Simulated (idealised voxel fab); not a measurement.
Proc. module: voxel transistor to metal
The cross-section shown here is cut; it is 295 nm wide and divided into square cells measuring 5 nm on a side.
Heads up, the way a cross-section reads in here is a grid of square cells, handed over as bands from the top down, with every band being one or more rows of cells.
The band entry comprises the height of the band's top followed by the height of its bottom, expressed in nm, and subsequently the band's materials from left to right, each stated together with its width in nm. Where a single material is marked with the word "everywhere", that material fills the band from edge to edge. The word "air" represents empty space.
Heights from 0 (as-received wafer is one material below). Bottom band endless downward, as "0 down".
Graded width ("30->40"): value in top row of band = first number; value in bottom row = second number; row-to-row change constant.
For the purposes of this document, the phrase "same as before" attached to a step denotes that no cell within the cross-section was modified by that step.
Basically, "Voids, enclosed" tells you about the enclosed voids: empty spaces with no open way to the top, 8 cells or bigger, each written width x height at distance, where distance is from the left edge, all in nm.
On each step's line, the part that comes after the settings is the simulator's own comment on the step.
"overlay nm" on a masked step: distance the mask lay right of its planned place, negative for left.

### Listed below are the process steps as planned
1 RECEIVE with material Si
2 CONFORMAL_DEP with material SiO2, thk nm 5
3 CONFORMAL_DEP with material SiN, thk nm 15
4 PATTERN with tone cover, mask id ACTIVE, material resist, width nm 110, pitch nm 140, thk nm 20, overlay nm 0
5 DIRECTIONAL_ETCH with etch materials SiN, depth nm 15
6 DIRECTIONAL_ETCH with etch materials SiO2, depth nm 5
7 DIRECTIONAL_ETCH with etch materials Si, depth nm 35
8 STRIP with etch materials resist
9 OXIDIZE with depth nm 5
10 FILL_DEP with material SiO2, thk nm 15
11 CMP with height nm 20
12 SELECTIVE_ETCH with etch materials SiO2, depth nm 10
13 STRIP with etch materials SiN
14 SELECTIVE_ETCH with etch materials SiO2, depth nm 5
15 OXIDIZE with depth nm 5
16 DIRECTIONAL_DEP with material polySi, thk nm 30
17 DIRECTIONAL_DEP with material SiCN, thk nm 15
18 MASKED_ETCH with tone cover, mask id GATE, width nm 20, pitch nm 140, etch materials SiCN, depth nm 25, overlay nm 0
19 MASKED_ETCH with tone cover, mask id GATE, width nm 20, pitch nm 140, etch materials polySi, depth nm 40, overlay nm 0
20 CONFORMAL_DEP with material SiO2, thk nm 5
21 DIRECTIONAL_ETCH with etch materials SiO2, depth nm 5
22 CONFORMAL_DEP with material SiN, thk nm 5
23 DIRECTIONAL_ETCH with etch materials SiN, depth nm 5
24 DIRECTIONAL_ETCH with etch materials SiO2, depth nm 5
25 EPI with material nSi, thk nm 5
26 FILL_DEP with material SiO2, thk nm 5
27 CMP with height nm 45
28 DIRECTIONAL_DEP with material SiO2, thk nm 15
29 PATTERN with tone open, mask id CONTACT, material resist, width nm 35, thk nm 15, overlay nm 0
30 DIRECTIONAL_ETCH with etch materials SiO2, depth nm 60
31 STRIP with etch materials resist
32 CONFORMAL_DEP with material TiN, thk nm 5
33 FILL_DEP with material Ru, thk nm 5
34 CMP with height nm 60
35 DIRECTIONAL_DEP with material TiN, thk nm 5
36 DIRECTIONAL_DEP with material Ru, thk nm 15
37 MASKED_ETCH with tone cover, mask id METAL_1, width nm 20, etch materials Ru, depth nm 15, overlay nm 0
38 MASKED_ETCH with tone cover, mask id METAL_1, width nm 20, etch materials TiN, depth nm 5, overlay nm 0
39 FILL_DEP with material SiO2, thk nm 5
40 CMP with height nm 80
41 CONFORMAL_DEP with material SiCN, thk nm 5
42 DIRECTIONAL_DEP with material lowk, thk nm 30
43 DIRECTIONAL_DEP with material aC, thk nm 10
44 PATTERN with tone open, mask id METAL_2, material resist, width nm 20, pitch nm 140, thk nm 30, overlay nm 0
45 DIRECTIONAL_ETCH with etch materials aC, depth nm 10
46 STRIP with etch materials resist
47 DIRECTIONAL_ETCH with etch materials lowk, depth nm 15
48 STRIP with etch materials aC
49 PATTERN with tone open, mask id METAL_2_HOLES, material resist, width nm 15, pitch nm 140, thk nm 15, overlay nm 0
50 DIRECTIONAL_ETCH with etch materials lowk, depth nm 15
51 DIRECTIONAL_ETCH with etch materials SiCN, depth nm 5
52 STRIP with etch materials resist
53 CONFORMAL_DEP with material TiN, thk nm 5
54 FILL_DEP with material Ru, thk nm 10
55 CMP with height nm 115
56 CONFORMAL_DEP with material SiN, thk nm 5

### Delivered wafer in cross-section: state after step 1
	0 down | Si everywhere
	Voids, enclosed: none

### Cross-sectional image of the first of two wafers at the end of the module, the run having proceeded as planned
	120 to 115 | SiN everywhere
	115 to 105 | lowk 25 nm, TiN 5 nm, Ru 10 nm, TiN 5 nm, lowk 120 nm, TiN 5 nm, Ru 10 nm, TiN 5 nm, lowk 110 nm
	105 to 100 | lowk 25 nm, TiN 5 nm, Ru 5 nm, TiN 10 nm, lowk 120 nm, TiN 5 nm, Ru 5 nm, TiN 10 nm, lowk 110 nm
	100 to 85 | lowk 25 nm, TiN 5 nm, Ru 5 nm, TiN 5 nm, lowk 125 nm, TiN 5 nm, Ru 5 nm, TiN 5 nm, lowk 115 nm
	85 to 80 | SiCN 25 nm, TiN 15 nm, SiCN 125 nm, TiN 15 nm, SiCN 115 nm
	80 to 65 | SiO2 25 nm, Ru 20 nm, SiO2 60 nm, Ru 20 nm, SiO2 40 nm, Ru 20 nm, SiO2 60 nm, Ru 20 nm, SiO2 30 nm
	65 to 60 | SiO2 25 nm, TiN 20 nm, SiO2 60 nm, TiN 20 nm, SiO2 40 nm, TiN 20 nm, SiO2 60 nm, TiN 20 nm, SiO2 30 nm
	60 to 50 | SiO2 25 nm, TiN 5 nm, Ru 25 nm, TiN 5 nm, SiO2 30 nm, TiN 5 nm, Ru 25 nm, TiN 5 nm, SiO2 40 nm, TiN 5 nm, Ru 25 nm, TiN 5 nm, SiO2 30 nm, TiN 5 nm, Ru 25 nm, TiN 5 nm, SiO2 30 nm
	50 to 45 | SiO2 25 nm, TiN 5 nm, Ru 20 nm, TiN 10 nm, SiO2 30 nm, TiN 10 nm, Ru 20 nm, TiN 5 nm, SiO2 40 nm, TiN 5 nm, Ru 20 nm, TiN 10 nm, SiO2 30 nm, TiN 10 nm, Ru 20 nm, TiN 5 nm, SiO2 30 nm
	45 to 30 | SiO2 25 nm, TiN 5 nm, Ru 20 nm, TiN 5 nm, SiN 5 nm, SiO2 5 nm, SiCN 20 nm, SiO2 5 nm, SiN 5 nm, TiN 5 nm, Ru 20 nm, TiN 5 nm, SiO2 40 nm, TiN 5 nm, Ru 20 nm, TiN 5 nm, SiN 5 nm, SiO2 5 nm, SiCN 20 nm, SiO2 5 nm, SiN 5 nm, TiN 5 nm, Ru 20 nm, TiN 5 nm, SiO2 30 nm
	30 to 5 | SiO2 25 nm, TiN 5 nm, Ru 20 nm, TiN 5 nm, SiN 5 nm, SiO2 5 nm, polySi 20 nm, SiO2 5 nm, SiN 5 nm, TiN 5 nm, Ru 20 nm, TiN 5 nm, SiO2 40 nm, TiN 5 nm, Ru 20 nm, TiN 5 nm, SiN 5 nm, SiO2 5 nm, polySi 20 nm, SiO2 5 nm, SiN 5 nm, TiN 5 nm, Ru 20 nm, TiN 5 nm, SiO2 30 nm
	5 to 0 | SiO2 20 nm, SiN 5 nm, TiN 30 nm, SiN 5 nm, SiO2 5 nm, polySi 20 nm, SiO2 5 nm, SiN 5 nm, TiN 30 nm, SiN 5 nm, SiO2 30 nm, SiN 5 nm, TiN 30 nm, SiN 5 nm, SiO2 5 nm, polySi 20 nm, SiO2 5 nm, SiN 5 nm, TiN 30 nm, SiN 5 nm, SiO2 25 nm
	0 to -5 | SiO2 25 nm, nSi 30 nm, SiO2 40 nm, nSi 30 nm, SiO2 40 nm, nSi 30 nm, SiO2 40 nm, nSi 30 nm, SiO2 30 nm
	-5 to -40 | SiO2 25 nm, Si 100 nm, SiO2 40 nm, Si 100 nm, SiO2 30 nm
	-40 down | Si everywhere
	Voids, enclosed: none

### Wafer two, end of module, cross-section. Same start, same plan as wafer one. One mistake in the run
	120 to 115 | SiN everywhere
	115 to 105 | lowk 25 nm, TiN 5 nm, Ru 10 nm, TiN 5 nm, lowk 120 nm, TiN 5 nm, Ru 10 nm, TiN 5 nm, lowk 110 nm
	105 to 100 | lowk 25 nm, TiN 5 nm, Ru 5 nm, TiN 10 nm, lowk 120 nm, TiN 5 nm, Ru 5 nm, TiN 10 nm, lowk 110 nm
	100 to 85 | lowk 25 nm, TiN 5 nm, Ru 5 nm, TiN 5 nm, lowk 125 nm, TiN 5 nm, Ru 5 nm, TiN 5 nm, lowk 115 nm
	85 to 80 | SiCN 25 nm, TiN 15 nm, SiCN 125 nm, TiN 15 nm, SiCN 115 nm
	80 to 75 | SiO2 everywhere
	75 to 60 | SiO2 25 nm, Ru 20 nm, SiO2 60 nm, Ru 20 nm, SiO2 40 nm, Ru 20 nm, SiO2 60 nm, Ru 20 nm, SiO2 30 nm
	60 to 55 | SiO2 25 nm, TiN 20 nm, SiO2 60 nm, TiN 20 nm, SiO2 40 nm, TiN 20 nm, SiO2 60 nm, TiN 20 nm, SiO2 30 nm
	55 to 45 | SiO2 25 nm, TiN 5 nm, Ru 25->20 nm, TiN 5->10 nm, SiO2 30 nm, TiN 5->10 nm, Ru 25->20 nm, TiN 5 nm, SiO2 40 nm, TiN 5 nm, Ru 25->20 nm, TiN 5->10 nm, SiO2 30 nm, TiN 5->10 nm, Ru 25->20 nm, TiN 5 nm, SiO2 30 nm
	45 to 30 | SiO2 25 nm, TiN 5 nm, Ru 20 nm, TiN 5 nm, SiN 5 nm, SiO2 5 nm, SiCN 20 nm, SiO2 5 nm, SiN 5 nm, TiN 5 nm, Ru 20 nm, TiN 5 nm, SiO2 40 nm, TiN 5 nm, Ru 20 nm, TiN 5 nm, SiN 5 nm, SiO2 5 nm, SiCN 20 nm, SiO2 5 nm, SiN 5 nm, TiN 5 nm, Ru 20 nm, TiN 5 nm, SiO2 30 nm
	30 to 5 | SiO2 25 nm, TiN 5 nm, Ru 20 nm, TiN 5 nm, SiN 5 nm, SiO2 5 nm, polySi 20 nm, SiO2 5 nm, SiN 5 nm, TiN 5 nm, Ru 20 nm, TiN 5 nm, SiO2 40 nm, TiN 5 nm, Ru 20 nm, TiN 5 nm, SiN 5 nm, SiO2 5 nm, polySi 20 nm, SiO2 5 nm, SiN 5 nm, TiN 5 nm, Ru 20 nm, TiN 5 nm, SiO2 30 nm
	5 to 0 | SiO2 20 nm, SiN 5 nm, TiN 30 nm, SiN 5 nm, SiO2 5 nm, polySi 20 nm, SiO2 5 nm, SiN 5 nm, TiN 30 nm, SiN 5 nm, SiO2 30 nm, SiN 5 nm, TiN 30 nm, SiN 5 nm, SiO2 5 nm, polySi 20 nm, SiO2 5 nm, SiN 5 nm, TiN 30 nm, SiN 5 nm, SiO2 25 nm
	0 to -5 | SiO2 25 nm, nSi 30 nm, SiO2 40 nm, nSi 30 nm, SiO2 40 nm, nSi 30 nm, SiO2 40 nm, nSi 30 nm, SiO2 30 nm
	-5 to -40 | SiO2 25 nm, Si 100 nm, SiO2 40 nm, Si 100 nm, SiO2 30 nm
	-40 down | Si everywhere
	Voids, enclosed: none
Nonconformance to the process plan: step 34, actual vs plan mismatch, actual run CMP with height nm 55
The closing comparison, in cells, has the second wafer with more or fewer of some materials than the first: Ru -20; SiO2 +28; TiN -8
